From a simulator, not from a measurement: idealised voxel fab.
Presented below is a process module, voxel capacitor over wiring.
The cross-section on display is named cut; it measures 275 nm wide, and its cells are 5 nm squares.
We lay out every cross-section as a grid of square cells and spell it out in bands from the top down, where one band means one or more rows of cells.
Heights first: top, then bottom, in nm. Then materials, left to right, each with a width in nm. "all across" on a single material: fills the band edge to edge. "empty": empty space.
Basically, 0 is our baseline, since under it the wafer straight out of the box is all one material. The bottom band has no lower end and keeps on going down, so it looks like "0..down".
Width spec "30..40" -> top row of cells at first value, bottom row at second value, equal per-row change in between.
"left unchanged" for a step: no cell of the cross-section changed in that step.
Empty spaces without an open route to the top, at least 8 cells in extent, make up the entry "Closed void register"; each is given as width x height at distance, where the distance is measured from the left edge, and all are in nm.
Whatever follows a step's settings on its line is a remark the simulator itself makes about that step.
overlay nm, on a step with a mask: how far to the right of its planned place the mask lay; to the left if negative

-- Listed below are the process steps as planned
1: RECEIVE: material Si
2: CONFORMAL_DEP: material SiO2, thk nm 10
3: DIRECTIONAL_DEP: material TiN, thk nm 5
4: DIRECTIONAL_DEP: material Ru, thk nm 20
5: PATTERN: tone cover, mask id METAL_1, material resist, width nm 20, pitch nm 75, thk nm 20, overlay nm 0
6: DIRECTIONAL_ETCH: etch materials Ru, depth nm 20
7: DIRECTIONAL_ETCH: etch materials TiN, depth nm 5
8: STRIP: etch materials resist
9: CONFORMAL_DEP: material SiN, thk nm 5
10: FILL_DEP: material SiO2, thk nm 5
11: CMP: height nm 35
12: CONFORMAL_DEP: material SiCN, thk nm 5
13: DIRECTIONAL_DEP: material SiO2, thk nm 15
14: DIRECTIONAL_DEP: material aC, thk nm 15
15: PATTERN: tone open, mask id PLUG_1, material resist, width nm 15, thk nm 30, overlay nm 0
16: DIRECTIONAL_ETCH: etch materials aC, depth nm 15
17: STRIP: etch materials resist
18: DIRECTIONAL_ETCH: etch materials SiO2, depth nm 15
19: DIRECTIONAL_ETCH: etch materials SiCN, depth nm 5
20: STRIP: etch materials aC
21: CONFORMAL_DEP: material TiN, thk nm 5
22: FILL_DEP: material Ru, thk nm 5
23: CMP: height nm 55
24: DIRECTIONAL_DEP: material TiN, thk nm 5
25: DIRECTIONAL_DEP: material Al2O3, thk nm 5
26: DIRECTIONAL_DEP: material TiN, thk nm 5
27: MASKED_ETCH: tone cover, mask id UPPER_PLATE, width nm 60, etch materials TiN, depth nm 5, overlay nm 0
28: MASKED_ETCH: tone cover, mask id UPPER_PLATE, width nm 60, etch materials Al2O3, depth nm 5, overlay nm 0
29: PATTERN: tone cover, mask id LOWER_PLATE, material resist, width nm 70, thk nm 15, overlay nm 0
30: DIRECTIONAL_ETCH: etch materials TiN, depth nm 5
31: STRIP: etch materials resist
32: FILL_DEP: material SiO2, thk nm 15
33: CMP: height nm 80
34: PATTERN: tone open, mask id PLUG_2, material resist, width nm 15, thk nm 20, overlay nm 0
35: DIRECTIONAL_ETCH: etch materials SiO2, depth nm 10
36: STRIP: etch materials resist
37: CONFORMAL_DEP: material TiN, thk nm 5
38: FILL_DEP: material Ru, thk nm 5
39: CMP: height nm 80
40: CONFORMAL_DEP: material SiCN, thk nm 5

-- As-received state of the wafer in cross-section, equivalent to post-step 1
> 0..down: Si all across
> Closed void register: none

-- The cross-section shown corresponds to the wafer at the conclusion of the module. The initial structure and the process plan are those presented above; however, one mistake occurred in executing the plan
> 85..80: SiCN all across
> 80..75: SiO2 (105), TiN (5), Ru (5), TiN (5), SiO2 (155)
> 75..65: SiO2 (105..95), TiN (15..60), SiO2 (155..120)
> 65..60: SiO2 (95), Al2O3 (60), SiO2 (120)
> 60..55: SiO2 (90), TiN (70), SiO2 (115)
> 55..40: SiO2 (95), TiN (5), Ru (5), TiN (5), SiO2 (165)
> 40..35: SiCN (95), TiN (15), SiCN (165)
> 35..20: SiO2 (85), SiN (5), Ru (20), SiN (5), SiO2 (45), SiN (5), Ru (20), SiN (5), SiO2 (85)
> 20..15: SiN (90), Ru (20), SiN (55), Ru (20), SiN (90)
> 15..5: SiO2 all across
> 5..0: TiN all across
> 0..down: Si all across
> Closed void register: none
Want to know what went wrong? steps 2 and 3 traded places in the executed sequence
